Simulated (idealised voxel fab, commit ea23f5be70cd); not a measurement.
A process module follows: voxel capacitor over wiring.
FYI the section here is cut, 255 nm wide, cells are 5 nm squares.
Cross-section = grid of square cells, listed top down in bands; band = one or more rows. Each band's line starts with the height of the band's top and of its bottom, in nm. Then come its materials from left to right, each with its width in nm. One material with "full width" fills the band from edge to edge. "air" is empty space. Heights from 0 (as-received wafer is one material below). Bottom band endless downward, as "0 down". The notation "30 to 40" denotes a width that varies across the rows of cells in the band, beginning at the first number in the top row, finishing at the second number in the bottom row, and changing by an identical amount from each row to the next. Given "identical to before" for a step, no cell of the cross-section differs between before and after that step. closed voids: empty space of 8 cells or more with no open way to the top, each as width x height at its distance from the left edge, in nm. On each step's line, the part that comes after the settings is the simulator's own comment on the step. If you see "overlay nm" on a step's line and that step has a mask, it's telling you how far right of where it was planned the mask ended up; a negative number means it went left instead.
Planned step list for the process:
1) RECEIVE (material Si)
2) CONFORMAL_DEP (material SiO2; thk nm 10)
3) CONFORMAL_DEP (material SiCN; thk nm 5)
4) DIRECTIONAL_DEP (material lowk; thk nm 20)
5) DIRECTIONAL_DEP (material aC; thk nm 10)
6) PATTERN (tone open; mask id METAL_1; material resist; width nm 30; pitch nm 80; thk nm 25; overlay nm 0)
7) DIRECTIONAL_ETCH (etch materials aC; depth nm 10)
8) STRIP (etch materials resist)
9) DIRECTIONAL_ETCH (etch materials lowk; depth nm 20)
10) DIRECTIONAL_ETCH (etch materials SiCN; depth nm 5)
11) STRIP (etch materials aC)
12) CONFORMAL_DEP (material TiN; thk nm 5)
13) FILL_DEP (material Cu; thk nm 5)
14) CMP (height nm 35)
15) CONFORMAL_DEP (material SiCN; thk nm 5)
16) DIRECTIONAL_DEP (material lowk; thk nm 10)
17) MASKED_ETCH (tone open; mask id PLUG_1; width nm 15; etch materials lowk; depth nm 10; overlay nm 0)
18) MASKED_ETCH (tone open; mask id PLUG_1; width nm 15; etch materials SiCN; depth nm 5; overlay nm 0)
19) EPI (material Ru; thk nm 10)
20) EPI (material Ru; thk nm 5)
21) DIRECTIONAL_DEP (material TiN; thk nm 10)
22) DIRECTIONAL_DEP (material Al2O3; thk nm 5)
23) DIRECTIONAL_DEP (material TiN; thk nm 10)
24) PATTERN (tone cover; mask id UPPER_PLATE; material resist; width nm 55; thk nm 20; overlay nm 0)
25) DIRECTIONAL_ETCH (etch materials TiN; depth nm 10)
26) DIRECTIONAL_ETCH (etch materials Al2O3; depth nm 5)
27) STRIP (etch materials resist)
28) MASKED_ETCH (tone cover; mask id LOWER_PLATE; width nm 65; etch materials TiN; depth nm 10; overlay nm 0)
29) FILL_DEP (material SiO2; thk nm 15)
30) CMP (height nm 85)
31) MASKED_ETCH (tone open; mask id PLUG_2; width nm 15; etch materials SiO2; depth nm 10; overlay nm 0)
32) CONFORMAL_DEP (material TiN; thk nm 5)
33) FILL_DEP (material Ru; thk nm 5)
34) CMP (height nm 85)
35) CONFORMAL_DEP (material SiN; thk nm 5)
Shown in cross-section is the wafer as received, that is, as it stands after step 1:
> 0 down = Si full width
> closed voids: none
This is how the wafer looks in cross-section once the module is done, given the starting state and plan above and one mistake in carrying the plan out:
> 90 to 85 = SiN full width
> 85 to 80 = SiO2 95 nm; TiN 5 nm; Ru 5 nm; TiN 5 nm; SiO2 145 nm
> 80 to 75 = SiO2 95 nm; TiN 15 nm; SiO2 145 nm
> 75 to 65 = SiO2 85 nm; TiN 55 nm; SiO2 115 nm
> 65 to 60 = SiO2 85 nm; Al2O3 55 nm; SiO2 115 nm
> 60 to 50 = SiO2 80 nm; TiN 65 nm; SiO2 110 nm
> 50 to 40 = lowk 85 nm; Ru 15 nm; lowk 155 nm
> 40 to 35 = SiCN 85 nm; Ru 15 nm; SiCN 155 nm
> 35 to 30 = TiN 75 nm; Cu 20 nm; TiN 60 nm; Cu 20 nm; TiN 80 nm
> 30 to 15 = lowk 70 nm; TiN 5 nm; Cu 20 nm; TiN 5 nm; lowk 50 nm; TiN 5 nm; Cu 20 nm; TiN 5 nm; lowk 75 nm
> 15 to 10 = lowk 70 nm; TiN 30 nm; lowk 50 nm; TiN 30 nm; lowk 75 nm
> 10 to 0 = SiO2 full width
> 0 down = Si full width
> closed voids: none
Short version of what went wrong: the plan's step 3 was left out and never carried out
